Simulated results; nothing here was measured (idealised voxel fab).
Process module name: voxel self aligned vias
This is section cut - it's 245 nm across, gridded in 5 nm square cells.
In what follows, cross-sections appear as grids of square cells, described through bands that run from the top down, where every band is one or more rows of cells.
Top height, bottom height, nm. Materials left to right, width each, nm. Single material + "throughout" = fills band edge to edge. "blank" = empty.
Counting heights begins at 0, where everything beneath is, in the wafer as received, one material. The lowest band has no bottom; it goes on downwards, as "from 0 down" shows.
A two-number width, for instance "30->40", indicates that the width is equal to the first number in the top row of the band and to the second number in the bottom row, and that it changes by a constant amount per row of cells.
It should be understood that the words "no modifications", when stated for a given step, signify that the cross-section underwent no change in any of its cells during that step.
"Unvented voids" - sealed voids, min. 8 cells, no opening to top; format: width x height at distance (distance from left edge; nm throughout).
Heads up: the bit after the settings on a step's line is the simulator's remark on that step.
overlay nm: step with mask; distance mask lay right of planned place; negative value = left of planned place.

# Below is the list of planned process steps
| 1 | RECEIVE: material Si |
| 2 | CONFORMAL_DEP: material SiO2, thk nm 10 |
| 3 | CONFORMAL_DEP: material SiCN, thk nm 5 |
| 4 | DIRECTIONAL_DEP: material lowk, thk nm 25 |
| 5 | DIRECTIONAL_DEP: material aC, thk nm 15 |
| 6 | PATTERN: tone open, mask id LINES, material resist, width nm 25, pitch nm 60, thk nm 35, overlay nm 0 |
| 7 | DIRECTIONAL_ETCH: etch materials aC, depth nm 15 |
| 8 | STRIP: etch materials resist |
| 9 | DIRECTIONAL_ETCH: etch materials lowk, depth nm 25 |
| 10 | STRIP: etch materials aC |
| 11 | CONFORMAL_DEP: material TiN, thk nm 5 |
| 12 | FILL_DEP: material W, thk nm 5 |
| 13 | CMP: height nm 40 |
| 14 | SELECTIVE_ETCH: etch materials W Ru TiN, depth nm 5 |
| 15 | FILL_DEP: material SiN, thk nm 10 |
| 16 | CMP: height nm 40 |
| 17 | DIRECTIONAL_DEP: material lowk, thk nm 20 |
| 18 | DIRECTIONAL_DEP: material aC, thk nm 10 |
| 19 | PATTERN: tone open, mask id VIAS, material resist, width nm 35, pitch nm 60, thk nm 25, overlay nm 0 |
| 20 | DIRECTIONAL_ETCH: etch materials aC, depth nm 10 |
| 21 | STRIP: etch materials resist |
| 22 | DIRECTIONAL_ETCH: etch materials lowk, depth nm 20 |
| 23 | DIRECTIONAL_ETCH: etch materials SiN, depth nm 5 |
| 24 | STRIP: etch materials aC |
| 25 | CONFORMAL_DEP: material TiN, thk nm 5 |
| 26 | FILL_DEP: material Ru, thk nm 10 |
| 27 | CMP: height nm 60 |
| 28 | CONFORMAL_DEP: material SiN, thk nm 5 |

# First of the two wafers, run per plan

# Wafer cross-section on receipt, i.e. after step 1
    from 0 down | Si throughout
    Unvented voids: none

# Wafer after step 2 (cross-section)
    from 10 to 0 | SiO2 throughout
    Under the height 0 nothing was changed.

# Wafer after step 3 (cross-section)
    from 15 to 10 | SiCN throughout
    Under the height 10 nothing was changed.

# Wafer after step 4 (cross-section)
    from 40 to 15 | lowk throughout
    Under the height 15 nothing was changed.

# Wafer after step 5 (cross-section)
    from 55 to 40 | aC throughout
    Under the height 40 nothing was changed.

# Wafer after step 6 (cross-section)
    from 90 to 55 | resist 80 nm  blank 25 nm  resist 35 nm  blank 25 nm  resist 80 nm
    Under the height 55 nothing was changed.

# Wafer after step 7 (cross-section)
    from 75 to 55 | resist 80 nm  blank 25 nm  resist 35 nm  blank 25 nm  resist 80 nm
    from 55 to 40 | aC 80 nm  blank 25 nm  aC 35 nm  blank 25 nm  aC 80 nm
    Under the height 40 nothing was changed.

# Wafer after step 8 (cross-section)
    from 55 to 40 | aC 80 nm  blank 25 nm  aC 35 nm  blank 25 nm  aC 80 nm
    Under the height 40 nothing was changed.

# Wafer after step 9 (cross-section)
    from 55 to 40 | aC 80 nm  blank 25 nm  aC 35 nm  blank 25 nm  aC 80 nm
    from 40 to 15 | lowk 80 nm  blank 25 nm  lowk 35 nm  blank 25 nm  lowk 80 nm
    Under the height 15 nothing was changed.

# Wafer after step 10 (cross-section)
    from 40 to 15 | lowk 80 nm  blank 25 nm  lowk 35 nm  blank 25 nm  lowk 80 nm
    Under the height 15 nothing was changed.

# Wafer after step 11 (cross-section)
    from 45 to 40 | TiN 85 nm  blank 15 nm  TiN 45 nm  blank 15 nm  TiN 85 nm
    from 40 to 20 | lowk 80 nm  TiN 5 nm  blank 15 nm  TiN 5 nm  lowk 35 nm  TiN 5 nm  blank 15 nm  TiN 5 nm  lowk 80 nm
    from 20 to 15 | lowk 80 nm  TiN 25 nm  lowk 35 nm  TiN 25 nm  lowk 80 nm
    Under the height 15 nothing was changed.

# Wafer after step 12 (cross-section)
    from 50 to 45 | W throughout
    from 45 to 40 | TiN 85 nm  W 15 nm  TiN 45 nm  W 15 nm  TiN 85 nm
    from 40 to 20 | lowk 80 nm  TiN 5 nm  W 15 nm  TiN 5 nm  lowk 35 nm  TiN 5 nm  W 15 nm  TiN 5 nm  lowk 80 nm
    Under the height 20 nothing was changed.

# Wafer after step 13 (cross-section)
    from 40 to 20 | lowk 80 nm  TiN 5 nm  W 15 nm  TiN 5 nm  lowk 35 nm  TiN 5 nm  W 15 nm  TiN 5 nm  lowk 80 nm
    Under the height 20 nothing was changed.

# Wafer after step 14 (cross-section)
    from 40 to 35 | lowk 80 nm  blank 25 nm  lowk 35 nm  blank 25 nm  lowk 80 nm
    Under the height 35 nothing was changed.

# Wafer after step 15 (cross-section)
    from 50 to 40 | SiN throughout
    from 40 to 35 | lowk 80 nm  SiN 25 nm  lowk 35 nm  SiN 25 nm  lowk 80 nm
    Under the height 35 nothing was changed.

# Wafer after step 16 (cross-section)
    from 40 to 35 | lowk 80 nm  SiN 25 nm  lowk 35 nm  SiN 25 nm  lowk 80 nm
    Under the height 35 nothing was changed.

# Wafer after step 17 (cross-section)
    from 60 to 40 | lowk throughout
    Under the height 40 nothing was changed.

# Wafer after step 18 (cross-section)
    from 70 to 60 | aC throughout
    Under the height 60 nothing was changed.

# Wafer after step 19 (cross-section)
    from 95 to 70 | resist 75 nm  blank 35 nm  resist 25 nm  blank 35 nm  resist 75 nm
    Under the height 70 nothing was changed.

# Wafer after step 20 (cross-section)
    from 85 to 70 | resist 75 nm  blank 35 nm  resist 25 nm  blank 35 nm  resist 75 nm
    from 70 to 60 | aC 75 nm  blank 35 nm  aC 25 nm  blank 35 nm  aC 75 nm
    Under the height 60 nothing was changed.

# Wafer after step 21 (cross-section)
    from 70 to 60 | aC 75 nm  blank 35 nm  aC 25 nm  blank 35 nm  aC 75 nm
    Under the height 60 nothing was changed.

# Wafer after step 22 (cross-section)
    from 70 to 60 | aC 75 nm  blank 35 nm  aC 25 nm  blank 35 nm  aC 75 nm
    from 60 to 40 | lowk 75 nm  blank 35 nm  lowk 25 nm  blank 35 nm  lowk 75 nm
    Under the height 40 nothing was changed.

# Wafer after step 23 (cross-section)
    from 70 to 60 | aC 75 nm  blank 35 nm  aC 25 nm  blank 35 nm  aC 75 nm
    from 60 to 40 | lowk 75 nm  blank 35 nm  lowk 25 nm  blank 35 nm  lowk 75 nm
    from 40 to 35 | lowk 80 nm  blank 25 nm  lowk 35 nm  blank 25 nm  lowk 80 nm
    Under the height 35 nothing was changed.

# Wafer after step 24 (cross-section)
    from 60 to 40 | lowk 75 nm  blank 35 nm  lowk 25 nm  blank 35 nm  lowk 75 nm
    Under the height 40 nothing was changed.

# Wafer after step 25 (cross-section)
    from 65 to 60 | TiN 80 nm  blank 25 nm  TiN 35 nm  blank 25 nm  TiN 80 nm
    from 60 to 45 | lowk 75 nm  TiN 5 nm  blank 25 nm  TiN 5 nm  lowk 25 nm  TiN 5 nm  blank 25 nm  TiN 5 nm  lowk 75 nm
    from 45 to 40 | lowk 75 nm  TiN 10 nm  blank 15 nm  TiN 10 nm  lowk 25 nm  TiN 10 nm  blank 15 nm  TiN 10 nm  lowk 75 nm
    from 40 to 35 | lowk 80 nm  TiN 25 nm  lowk 35 nm  TiN 25 nm  lowk 80 nm
    Under the height 35 nothing was changed.

# Wafer after step 26 (cross-section)
    from 75 to 65 | Ru throughout
    from 65 to 60 | TiN 80 nm  Ru 25 nm  TiN 35 nm  Ru 25 nm  TiN 80 nm
    from 60 to 45 | lowk 75 nm  TiN 5 nm  Ru 25 nm  TiN 5 nm  lowk 25 nm  TiN 5 nm  Ru 25 nm  TiN 5 nm  lowk 75 nm
    from 45 to 40 | lowk 75 nm  TiN 10 nm  Ru 15 nm  TiN 10 nm  lowk 25 nm  TiN 10 nm  Ru 15 nm  TiN 10 nm  lowk 75 nm
    Under the height 40 nothing was changed.

# Wafer after step 27 (cross-section)
    from 60 to 45 | lowk 75 nm  TiN 5 nm  Ru 25 nm  TiN 5 nm  lowk 25 nm  TiN 5 nm  Ru 25 nm  TiN 5 nm  lowk 75 nm
    Under the height 45 nothing was changed.

# Wafer after step 28 (cross-section)
    from 65 to 60 | SiN throughout
    Under the height 60 nothing was changed.

# The second wafer began exactly as the first did and followed the same plan, but one mistake was made while running it; through step 18 inclusive, the two wafers are identical

# Cross-section of the second wafer corresponding to the planned conclusion of step 19
    from 95 to 70 | resist 75 nm  blank 40 nm  resist 20 nm  blank 40 nm  resist 70 nm
    Under the height 70 nothing was changed.

# Cross-section of the second wafer corresponding to the planned conclusion of step 20
    from 85 to 70 | resist 75 nm  blank 40 nm  resist 20 nm  blank 40 nm  resist 70 nm
    from 70 to 60 | aC 75 nm  blank 40 nm  aC 20 nm  blank 40 nm  aC 70 nm
    Under the height 60 nothing was changed.

# Cross-section of the second wafer corresponding to the planned conclusion of step 21
    from 70 to 60 | aC 75 nm  blank 40 nm  aC 20 nm  blank 40 nm  aC 70 nm
    Under the height 60 nothing was changed.

# Cross-section of the second wafer corresponding to the planned conclusion of step 22
    from 70 to 60 | aC 75 nm  blank 40 nm  aC 20 nm  blank 40 nm  aC 70 nm
    from 60 to 40 | lowk 75 nm  blank 40 nm  lowk 20 nm  blank 40 nm  lowk 70 nm
    Under the height 40 nothing was changed.

# Cross-section of the second wafer corresponding to the planned conclusion of step 23
    from 70 to 60 | aC 75 nm  blank 40 nm  aC 20 nm  blank 40 nm  aC 70 nm
    from 60 to 40 | lowk 75 nm  blank 40 nm  lowk 20 nm  blank 40 nm  lowk 70 nm
    from 40 to 35 | lowk 80 nm  blank 25 nm  lowk 35 nm  blank 25 nm  lowk 80 nm
    Under the height 35 nothing was changed.

# Cross-section of the second wafer corresponding to the planned conclusion of step 24
    from 60 to 40 | lowk 75 nm  blank 40 nm  lowk 20 nm  blank 40 nm  lowk 70 nm
    Under the height 40 nothing was changed.

# Cross-section of the second wafer corresponding to the planned conclusion of step 25
    from 65 to 60 | TiN 80 nm  blank 30 nm  TiN 30 nm  blank 30 nm  TiN 75 nm
    from 60 to 45 | lowk 75 nm  TiN 5 nm  blank 30 nm  TiN 5 nm  lowk 20 nm  TiN 5 nm  blank 30 nm  TiN 5 nm  lowk 70 nm
    from 45 to 40 | lowk 75 nm  TiN 10 nm  blank 15 nm  TiN 15 nm  lowk 20 nm  TiN 10 nm  blank 15 nm  TiN 15 nm  lowk 70 nm
    from 40 to 35 | lowk 80 nm  TiN 25 nm  lowk 35 nm  TiN 25 nm  lowk 80 nm
    Under the height 35 nothing was changed.

# Cross-section of the second wafer corresponding to the planned conclusion of step 26
    from 75 to 65 | Ru throughout
    from 65 to 60 | TiN 80 nm  Ru 30 nm  TiN 30 nm  Ru 30 nm  TiN 75 nm
    from 60 to 45 | lowk 75 nm  TiN 5 nm  Ru 30 nm  TiN 5 nm  lowk 20 nm  TiN 5 nm  Ru 30 nm  TiN 5 nm  lowk 70 nm
    from 45 to 40 | lowk 75 nm  TiN 10 nm  Ru 15 nm  TiN 15 nm  lowk 20 nm  TiN 10 nm  Ru 15 nm  TiN 15 nm  lowk 70 nm
    Under the height 40 nothing was changed.

# Cross-section of the second wafer corresponding to the planned conclusion of step 27
    from 60 to 45 | lowk 75 nm  TiN 5 nm  Ru 30 nm  TiN 5 nm  lowk 20 nm  TiN 5 nm  Ru 30 nm  TiN 5 nm  lowk 70 nm
    Under the height 45 nothing was changed.

# Cross-section of the second wafer corresponding to the planned conclusion of step 28
    from 65 to 60 | SiN throughout
    Under the height 60 nothing was changed.
Diagnosis: for step 19, the planned setting was not used; the step was instead run as PATTERN: tone open, mask id VIAS, material resist, width nm 40, pitch nm 60, thk nm 25, overlay nm 0
Final difference in cells, second wafer against first, listed per material as more or fewer: +6 Ru; +2 TiN; -8 lowk
